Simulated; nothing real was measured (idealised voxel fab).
Process module heading - voxel spacer lines
160 nm wide, 5 nm square cells: that's cross-section cut.
In what follows, cross-sections appear as grids of square cells, described through bands that run from the top down, where every band is one or more rows of cells.
Band: top and bottom heights (nm) first, top before bottom; then materials from left to right, widths in nm. "everywhere" marks a sole material filling the band edge to edge. "empty" denotes empty space.
It should be noted that heights are counted from 0, beneath which the wafer as supplied is of one material throughout, and that the lowest band possesses no lower boundary but continues downward, as written in "0 down".
Width "30 to 40": first value at the band's top row of cells, second value at its bottom row, equal change from row to row.
Where a step carries "no alteration", the cross-section came out of it unchanged, cell for cell.
The list in "Enclosed voids" covers empty spaces of 8 cells or more that cannot reach the top through any open way, and it gives each as width x height at distance; the distance is from the left edge, and width, height and distance are in nm.
That trailing text on a step's line, after the settings, is the simulator's own remark on the step.
You can add "overlay nm" to a step's line. For a step with a mask, it describes how far the mask lay to the right of its planned position, and a negative number describes a lay to the left.
THE FOLLOWING LIST GIVES THE PLANNED PROCESS STEPS
1,RECEIVE with material Si
2,CONFORMAL_DEP with material Al2O3, thk nm 5
3,DIRECTIONAL_DEP with material W, thk nm 15
4,DIRECTIONAL_DEP with material aC, thk nm 20
5,PATTERN with tone cover, mask id MANDREL, material resist, width nm 20, pitch nm 60, thk nm 25, overlay nm 0
6,DIRECTIONAL_ETCH with etch materials aC, depth nm 20
7,STRIP with etch materials resist
8,CONFORMAL_DEP with material SiO2, thk nm 5
9,DIRECTIONAL_ETCH with etch materials SiO2, depth nm 10
10,STRIP with etch materials aC
11,DIRECTIONAL_ETCH with etch materials W, depth nm 15
12,STRIP with etch materials SiO2
Don't read the plan's thk nm for step 8 as applying to every wafer: that's the first wafer's value, and the wafers differ in it, though they all start identical.
SO THIS IS THE FIRST OF SEVERAL WAFERS, CROSS-SECTIONED AS IT CAME TO US, MEANING IT'S AT THE END OF STEP 1
    0 down | Si everywhere
    Enclosed voids: none
GAINED (+) OR LOST (-) CELLS OF EACH MATERIAL SINCE RECEIPT, THEN CLOSED VOIDS: ONE ROW PER WAFER, AT THE END OF THE MODULE
thk nm 5; +32 Al2O3; +12 W; Enclosed voids: none
thk nm 10; +32 Al2O3; +24 W; Enclosed voids: none
thk nm 15; +32 Al2O3; +96 W; +32 aC; Enclosed voids: none
thk nm 20; +32 Al2O3; +96 W; +32 aC; Enclosed voids: none
thk nm 25; +32 Al2O3; +96 W; +32 aC; Enclosed voids: none
